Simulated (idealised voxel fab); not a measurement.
process module | voxel self aligned contacts
cross-section cut | 195 nm wide | cells 5 nm
A cross-section is a grid of square cells, given in bands from the top down. A band is one or more rows of cells.
Each band's line starts with the height of the band's top and of its bottom, in nm. Then come its materials from left to right, each with its width in nm. One material with "throughout" fills the band from edge to edge. "air" is empty space.
Height 0 is the level under which the wafer as received is all one material. The lowest band goes on downwards, as in "0 down".
A width such as "30 to 40" changes by the same amount from each row of cells to the next, from the band's top row to its bottom row.
"no change" after a step means that no cell of the cross-section changed.
closed voids: empty space of 8 cells or more with no open way to the top, each as width x height at its distance from the left edge, in nm
after a step's settings: what the simulator itself notes on the step
overlay nm, on a step with a mask: how far to the right of its planned place the mask lay; to the left if negative
plan
1 op RECEIVE | material Si
2 op OXIDIZE | depth nm 5
3 op DIRECTIONAL_DEP | material polySi | thk nm 20
4 op DIRECTIONAL_DEP | material SiN | thk nm 20
5 op DIRECTIONAL_DEP | material aC | thk nm 15
6 op PATTERN | tone cover | mask id GATE | material resist | width nm 25 | pitch nm 65 | thk nm 30 | overlay nm 0
7 op DIRECTIONAL_ETCH | etch materials aC | depth nm 15
8 op STRIP | etch materials resist
9 op DIRECTIONAL_ETCH | etch materials SiN | depth nm 20
10 op DIRECTIONAL_ETCH | etch materials polySi | depth nm 20
11 op STRIP | etch materials aC
12 op CONFORMAL_DEP | material SiN | thk nm 10
13 op DIRECTIONAL_ETCH | etch materials SiN | depth nm 10
14 op FILL_DEP | material SiO2 | thk nm 20
15 op CMP | height nm 50
16 op PATTERN | tone open | mask id CONTACT | material resist | width nm 50 | pitch nm 65 | thk nm 20 | overlay nm 0
17 op DIRECTIONAL_ETCH | etch materials SiO2 | depth nm 55
18 op STRIP | etch materials resist
19 op CONFORMAL_DEP | material TiN | thk nm 5
20 op FILL_DEP | material Ru | thk nm 5
21 op CMP | height nm 50
22 op CONFORMAL_DEP | material SiCN | thk nm 5
first wafer, as planned
as received, after step 1
  0 down: Si throughout
  closed voids: none
after step 2
  0 to -5: SiO2 throughout
  below -5: unchanged
after step 3
  20 to 0: polySi throughout
  below 0: unchanged
after step 4
  40 to 20: SiN throughout
  below 20: unchanged
after step 5
  55 to 40: aC throughout
  below 40: unchanged
after step 6
  85 to 55: air 20 | resist 25 | air 40 | resist 25 | air 40 | resist 25 | air 20
  below 55: unchanged
after step 7
  70 to 55: air 20 | resist 25 | air 40 | resist 25 | air 40 | resist 25 | air 20
  55 to 40: air 20 | aC 25 | air 40 | aC 25 | air 40 | aC 25 | air 20
  below 40: unchanged
after step 8
  55 to 40: air 20 | aC 25 | air 40 | aC 25 | air 40 | aC 25 | air 20
  below 40: unchanged
after step 9
  55 to 40: air 20 | aC 25 | air 40 | aC 25 | air 40 | aC 25 | air 20
  40 to 20: air 20 | SiN 25 | air 40 | SiN 25 | air 40 | SiN 25 | air 20
  below 20: unchanged
after step 10
  55 to 40: air 20 | aC 25 | air 40 | aC 25 | air 40 | aC 25 | air 20
  40 to 20: air 20 | SiN 25 | air 40 | SiN 25 | air 40 | SiN 25 | air 20
  20 to 0: air 20 | polySi 25 | air 40 | polySi 25 | air 40 | polySi 25 | air 20
  below 0: unchanged
after step 11
  40 to 20: air 20 | SiN 25 | air 40 | SiN 25 | air 40 | SiN 25 | air 20
  below 20: unchanged
after step 12
  50 to 20: air 10 | SiN 45 | air 20 | SiN 45 | air 20 | SiN 45 | air 10
  20 to 10: air 10 | SiN 10 | polySi 25 | SiN 10 | air 20 | SiN 10 | polySi 25 | SiN 10 | air 20 | SiN 10 | polySi 25 | SiN 10 | air 10
  10 to 0: SiN 20 | polySi 25 | SiN 40 | polySi 25 | SiN 40 | polySi 25 | SiN 20
  below 0: unchanged
after step 13
  40 to 20: air 10 | SiN 45 | air 20 | SiN 45 | air 20 | SiN 45 | air 10
  20 to 0: air 10 | SiN 10 | polySi 25 | SiN 10 | air 20 | SiN 10 | polySi 25 | SiN 10 | air 20 | SiN 10 | polySi 25 | SiN 10 | air 10
  below 0: unchanged
after step 14
  60 to 40: SiO2 throughout
  40 to 20: SiO2 10 | SiN 45 | SiO2 20 | SiN 45 | SiO2 20 | SiN 45 | SiO2 10
  20 to 0: SiO2 10 | SiN 10 | polySi 25 | SiN 10 | SiO2 20 | SiN 10 | polySi 25 | SiN 10 | SiO2 20 | SiN 10 | polySi 25 | SiN 10 | SiO2 10
  below 0: unchanged
after step 15
  50 to 40: SiO2 throughout
  below 40: unchanged
after step 16
  70 to 50: resist 40 | air 50 | resist 15 | air 50 | resist 40
  below 50: unchanged
after step 17
  70 to 50: resist 40 | air 50 | resist 15 | air 50 | resist 40
  50 to 40: SiO2 40 | air 50 | SiO2 15 | air 50 | SiO2 40
  40 to 20: SiO2 10 | SiN 45 | air 20 | SiN 45 | air 20 | SiN 45 | SiO2 10
  20 to 0: SiO2 10 | SiN 10 | polySi 25 | SiN 10 | air 20 | SiN 10 | polySi 25 | SiN 10 | air 20 | SiN 10 | polySi 25 | SiN 10 | SiO2 10
  0 to -5: SiO2 55 | air 20 | SiO2 45 | air 20 | SiO2 55
  below -5: unchanged
after step 18
  50 to 40: SiO2 40 | air 50 | SiO2 15 | air 50 | SiO2 40
  below 40: unchanged
after step 19
  55 to 50: TiN 45 | air 40 | TiN 25 | air 40 | TiN 45
  50 to 40: SiO2 40 | TiN 5 to 20 | air 40 to 10 | TiN 5 to 20 | SiO2 15 | TiN 5 to 20 | air 40 to 10 | TiN 5 to 20 | SiO2 40
  40 to 20: SiO2 10 | SiN 45 | TiN 5 | air 10 | TiN 5 | SiN 45 | TiN 5 | air 10 | TiN 5 | SiN 45 | SiO2 10
  20 to 0: SiO2 10 | SiN 10 | polySi 25 | SiN 10 | TiN 5 | air 10 | TiN 5 | SiN 10 | polySi 25 | SiN 10 | TiN 5 | air 10 | TiN 5 | SiN 10 | polySi 25 | SiN 10 | SiO2 10
  0 to -5: SiO2 55 | TiN 20 | SiO2 45 | TiN 20 | SiO2 55
  below -5: unchanged
after step 20
  60 to 55: Ru throughout
  55 to 50: TiN 45 | Ru 40 | TiN 25 | Ru 40 | TiN 45
  50 to 40: SiO2 40 | TiN 5 to 20 | Ru 40 to 10 | TiN 5 to 20 | SiO2 15 | TiN 5 to 20 | Ru 40 to 10 | TiN 5 to 20 | SiO2 40
  40 to 20: SiO2 10 | SiN 45 | TiN 5 | Ru 10 | TiN 5 | SiN 45 | TiN 5 | Ru 10 | TiN 5 | SiN 45 | SiO2 10
  20 to 0: SiO2 10 | SiN 10 | polySi 25 | SiN 10 | TiN 5 | Ru 10 | TiN 5 | SiN 10 | polySi 25 | SiN 10 | TiN 5 | Ru 10 | TiN 5 | SiN 10 | polySi 25 | SiN 10 | SiO2 10
  below 0: unchanged
after step 21
  50 to 40: SiO2 40 | TiN 5 to 20 | Ru 40 to 10 | TiN 5 to 20 | SiO2 15 | TiN 5 to 20 | Ru 40 to 10 | TiN 5 to 20 | SiO2 40
  below 40: unchanged
after step 22
  55 to 50: SiCN throughout
  below 50: unchanged
second wafer: like start, like plan, one mistake. Through step 15 it matches the first wafer
when step 16 should have ended
  70 to 50: resist 50 | air 50 | resist 15 | air 50 | resist 30
  below 50: unchanged
when step 17 should have ended
  70 to 50: resist 50 | air 50 | resist 15 | air 50 | resist 30
  50 to 40: SiO2 50 | air 50 | SiO2 15 | air 50 | SiO2 30
  40 to 20: SiO2 10 | SiN 45 | air 20 | SiN 45 | air 20 | SiN 45 | SiO2 10
  20 to 0: SiO2 10 | SiN 10 | polySi 25 | SiN 10 | air 20 | SiN 10 | polySi 25 | SiN 10 | air 20 | SiN 10 | polySi 25 | SiN 10 | SiO2 10
  0 to -5: SiO2 55 | air 20 | SiO2 45 | air 20 | SiO2 55
  below -5: unchanged
when step 18 should have ended
  50 to 40: SiO2 50 | air 50 | SiO2 15 | air 50 | SiO2 30
  below 40: unchanged
when step 19 should have ended
  55 to 50: TiN 55 | air 40 | TiN 25 | air 40 | TiN 35
  50 to 40: SiO2 50 | TiN 5 to 10 | air 40 to 10 | TiN 5 to 30 | SiO2 15 | TiN 5 to 10 | air 40 to 10 | TiN 5 to 30 | SiO2 30
  40 to 20: SiO2 10 | SiN 45 | TiN 5 | air 10 | TiN 5 | SiN 45 | TiN 5 | air 10 | TiN 5 | SiN 45 | SiO2 10
  20 to 0: SiO2 10 | SiN 10 | polySi 25 | SiN 10 | TiN 5 | air 10 | TiN 5 | SiN 10 | polySi 25 | SiN 10 | TiN 5 | air 10 | TiN 5 | SiN 10 | polySi 25 | SiN 10 | SiO2 10
  0 to -5: SiO2 55 | TiN 20 | SiO2 45 | TiN 20 | SiO2 55
  below -5: unchanged
when step 20 should have ended
  60 to 55: Ru throughout
  55 to 50: TiN 55 | Ru 40 | TiN 25 | Ru 40 | TiN 35
  50 to 40: SiO2 50 | TiN 5 to 10 | Ru 40 to 10 | TiN 5 to 30 | SiO2 15 | TiN 5 to 10 | Ru 40 to 10 | TiN 5 to 30 | SiO2 30
  40 to 20: SiO2 10 | SiN 45 | TiN 5 | Ru 10 | TiN 5 | SiN 45 | TiN 5 | Ru 10 | TiN 5 | SiN 45 | SiO2 10
  20 to 0: SiO2 10 | SiN 10 | polySi 25 | SiN 10 | TiN 5 | Ru 10 | TiN 5 | SiN 10 | polySi 25 | SiN 10 | TiN 5 | Ru 10 | TiN 5 | SiN 10 | polySi 25 | SiN 10 | SiO2 10
  below 0: unchanged
when step 21 should have ended
  50 to 40: SiO2 50 | TiN 5 to 10 | Ru 40 to 10 | TiN 5 to 30 | SiO2 15 | TiN 5 to 10 | Ru 40 to 10 | TiN 5 to 30 | SiO2 30
  below 40: unchanged
when step 22 should have ended
  55 to 50: SiCN throughout
  below 50: unchanged
what went wrong: step 16 ran as: op PATTERN | tone open | mask id CONTACT | material resist | width nm 50 | pitch nm 65 | thk nm 20 | overlay nm 10
at the end the second wafer has, in cells: as many of each material as the first, in other places
